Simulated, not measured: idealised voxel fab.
The name of this process module is voxel local oxidation.
Xsec cut, 210 nm wide, square cell size 5 nm.
How to read a cross-section here: the picture is a grid of square cells, written as bands going from the top down, and any band can span one or more rows of cells. Band entry format. Leading values: height of top, height of bottom, nm. Remainder: materials in left-to-right order, each with its width in nm. Special words: "everywhere" on a single material, which then fills the band edge to edge; "air", empty space. All heights in this document are referenced to 0, defined as the level beneath which the wafer, as received, consists entirely of one material. The lowest band is not bounded below; it extends indefinitely downward and is written in the form "top 0, no bottom". Quick explanation for "30 to 40": the width changes in equal steps down the rows of cells, from the first number in the band's top row to the second number in its bottom row. No cell of the cross-section changed in a step that is given as "nothing changed". So "Cavities, closed" is basically the list of trapped voids: any empty space of 8 cells or more that can't reach the top through an opening. They're written width x height at distance, the distance being from the left edge, and it's all nm. The remark found on a step's line after its settings is issued by the simulator itself and pertains to that step. "overlay nm" on a masked step: distance the mask lay right of its planned place, negative for left.
Process steps (planned):
| 1 | RECEIVE (material Si) |
| 2 | CONFORMAL_DEP (material SiO2; thk nm 5) |
| 3 | CONFORMAL_DEP (material SiN; thk nm 10) |
| 4 | DIRECTIONAL_DEP (material aC; thk nm 10) |
| 5 | PATTERN (tone cover; mask id ACTIVE; material resist; width nm 125; thk nm 25; overlay nm 0) |
| 6 | DIRECTIONAL_ETCH (etch materials aC; depth nm 10) |
| 7 | STRIP (etch materials resist) |
| 8 | DIRECTIONAL_ETCH (etch materials SiN; depth nm 10) |
| 9 | STRIP (etch materials aC) |
| 10 | SELECTIVE_ETCH (etch materials SiO2; depth nm 5) |
| 11 | OXIDIZE (depth nm 15) |
| 12 | STRIP (etch materials SiN) |
First of two wafers: run as planned:
This is the cross-section of the wafer as we received it, i.e. after step 1:
- top 0, no bottom: Si everywhere
- Cavities, closed: none
Take a look at the wafer's cross-section after step 2:
- top 5, bottom 0: SiO2 everywhere
- For the remainder of the cross-section, below 0, there is no change.
Take a look at the wafer's cross-section after step 3:
- top 15, bottom 5: SiN everywhere
- For the remainder of the cross-section, below 5, there is no change.
Take a look at the wafer's cross-section after step 4:
- top 25, bottom 15: aC everywhere
- For the remainder of the cross-section, below 15, there is no change.
Take a look at the wafer's cross-section after step 5:
- top 50, bottom 25: air: 40, then resist: 125, then air: 45
- For the remainder of the cross-section, below 25, there is no change.
Take a look at the wafer's cross-section after step 6:
- top 40, bottom 25: air: 40, then resist: 125, then air: 45
- top 25, bottom 15: air: 40, then aC: 125, then air: 45
- For the remainder of the cross-section, below 15, there is no change.
Take a look at the wafer's cross-section after step 7:
- top 25, bottom 15: air: 40, then aC: 125, then air: 45
- For the remainder of the cross-section, below 15, there is no change.
Take a look at the wafer's cross-section after step 8:
- top 25, bottom 15: air: 40, then aC: 125, then air: 45
- top 15, bottom 5: air: 40, then SiN: 125, then air: 45
- For the remainder of the cross-section, below 5, there is no change.
Take a look at the wafer's cross-section after step 9:
- top 15, bottom 5: air: 40, then SiN: 125, then air: 45
- For the remainder of the cross-section, below 5, there is no change.
Take a look at the wafer's cross-section after step 10:
- top 15, bottom 5: air: 40, then SiN: 125, then air: 45
- top 5, bottom 0: air: 45, then SiO2: 115, then air: 50
- For the remainder of the cross-section, below 0, there is no change.
Take a look at the wafer's cross-section after step 11:
- top 15, bottom 5: air: 40, then SiN: 125, then air: 45
- top 5, bottom 0: air: 45, then SiO2: 115, then air: 50
- top 0, bottom -15: SiO2: 60, then Si: 85, then SiO2: 65
- For the remainder of the cross-section, below -15, there is no change.
Take a look at the wafer's cross-section after step 12:
- top 5, bottom 0: air: 45, then SiO2: 115, then air: 50
- For the remainder of the cross-section, below 0, there is no change.
The second wafer: identical to the first at the outset and in its planned sequence, differing only in that one mistake was made during processing; up to and including step 10, its path is the first wafer's path:
Cross-section, second wafer, at the end time the plan gives for step 11:
- top 5, bottom 0: air: 45, then SiO2: 115, then air: 50
- For the remainder of the cross-section, below 0, there is no change.
Cross-section, second wafer, at the end time the plan gives for step 12:
- top 5, bottom 0: air: 45, then SiO2: 115, then air: 50
- top 0, bottom -15: SiO2: 60, then Si: 85, then SiO2: 65
- For the remainder of the cross-section, below -15, there is no change.
What went wrong in running the wafer? steps 11 and 12 traded places in the executed sequence
The final cross-section is the same for the two wafers, so this model computes the same thing whether or not the mistake was made.
